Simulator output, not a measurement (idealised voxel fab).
Module name: voxel gate over fins (process module)
Section cut is 265 nm wide and gridded with 5 nm square cells.
Square cells in a grid make up a cross-section in this document, and the grid is given as bands, listed from the top down, each one or more rows of cells.
What a band's entry tells you: where the top is and where the bottom is, as heights in nm, and after that what lies inside, material by material from left to right, each with its width in nm. Empty space is written as the word "blank", and a single material marked with the word "full width" occupies the band from edge to edge.
Counting heights begins at 0, where everything beneath is, in the wafer as received, one material. The lowest band has no bottom; it goes on downwards, as "top 0, no bottom" shows.
The notation "30->40" denotes a width that varies across the rows of cells in the band, beginning at the first number in the top row, finishing at the second number in the bottom row, and changing by an identical amount from each row to the next.
When a step is marked "left unchanged", none of the cells in the cross-section changed during that step.
"Sealed internal voids": sealed empty spaces, 8 cells or more, no open way to top, listed width x height at distance, with distance from the left edge and width, height and distance in nm.
Read whatever lies past the settings on a step's line as the simulator's own remark about the step.
"overlay nm" denotes, for a step that has a mask, the displacement of the mask to the right of its planned place, with negative values corresponding to the left.
[The process steps that were planned are listed below]
- 1: RECEIVE,material Si
- 2: CONFORMAL_DEP,material SiN,thk nm 10
- 3: MASKED_ETCH,tone cover,mask id FINS,width nm 15,pitch nm 45,etch materials SiN,depth nm 10,overlay nm 0
- 4: MASKED_ETCH,tone cover,mask id FINS,width nm 15,pitch nm 45,etch materials Si,depth nm 40,overlay nm 0
- 5: FILL_DEP,material SiO2,thk nm 5
- 6: CMP,height nm 10
- 7: SELECTIVE_ETCH,etch materials SiO2,depth nm 25
- 8: STRIP,etch materials SiN
- 9: CONFORMAL_DEP,material HfO2,thk nm 5
- 10: CONFORMAL_DEP,material TiN,thk nm 5
- 11: FILL_DEP,material W,thk nm 15
- 12: CMP,height nm 20
- 13: CONFORMAL_DEP,material SiCN,thk nm 10
[Wafer as received: cross-section following step 1]
    top 0, no bottom = Si full width
    Sealed internal voids: none
[Cross-sectional view of the first of the two wafers upon completion of the module, processed in accordance with the plan]
    top 30, bottom 20 = SiCN full width
    top 20, bottom 10 = W full width
    top 10, bottom 5 = W: 70, TiN: 35, W: 10, TiN: 35, W: 10, TiN: 35, W: 70
    top 5, bottom 0 = W: 70, TiN: 5, HfO2: 25, TiN: 5, W: 10, TiN: 5, HfO2: 25, TiN: 5, W: 10, TiN: 5, HfO2: 25, TiN: 5, W: 70
    top 0, bottom -5 = W: 70, TiN: 5, HfO2: 5, Si: 15, HfO2: 5, TiN: 5, W: 10, TiN: 5, HfO2: 5, Si: 15, HfO2: 5, TiN: 5, W: 10, TiN: 5, HfO2: 5, Si: 15, HfO2: 5, TiN: 5, W: 70
    top -5, bottom -10 = TiN: 75, HfO2: 5, Si: 15, HfO2: 5, TiN: 20, HfO2: 5, Si: 15, HfO2: 5, TiN: 20, HfO2: 5, Si: 15, HfO2: 5, TiN: 75
    top -10, bottom -15 = HfO2: 80, Si: 15, HfO2: 30, Si: 15, HfO2: 30, Si: 15, HfO2: 80
    top -15, bottom -40 = SiO2: 80, Si: 15, SiO2: 30, Si: 15, SiO2: 30, Si: 15, SiO2: 80
    top -40, no bottom = Si full width
    Sealed internal voids: none
[So this is wafer number two of the two, cut at the end of the module - it started where the first did and had the same plan, we just got one thing wrong running it]
    top 30, bottom 20 = SiCN full width
    top 20, bottom 10 = W full width
    top 10, bottom 5 = W: 70, TiN: 35, W: 10, TiN: 35, W: 10, TiN: 35, W: 70
    top 5, bottom 0 = W: 70, TiN: 5, SiO2: 25, TiN: 5, W: 10, TiN: 5, SiO2: 25, TiN: 5, W: 10, TiN: 5, SiO2: 25, TiN: 5, W: 70
    top 0, bottom -5 = W: 70, TiN: 5, SiO2: 5, Si: 15, SiO2: 5, TiN: 5, W: 10, TiN: 5, SiO2: 5, Si: 15, SiO2: 5, TiN: 5, W: 10, TiN: 5, SiO2: 5, Si: 15, SiO2: 5, TiN: 5, W: 70
    top -5, bottom -10 = TiN: 75, SiO2: 5, Si: 15, SiO2: 5, TiN: 20, SiO2: 5, Si: 15, SiO2: 5, TiN: 20, SiO2: 5, Si: 15, SiO2: 5, TiN: 75
    top -10, bottom -40 = SiO2: 80, Si: 15, SiO2: 30, Si: 15, SiO2: 30, Si: 15, SiO2: 80
    top -40, no bottom = Si full width
    Sealed internal voids: none
what went wrong: rather than as planned, step 9 actually ran as CONFORMAL_DEP,material SiO2,thk nm 5
The second wafer ends with more or fewer cells of some materials than the first, per final count: -71 HfO2 | +71 SiO2
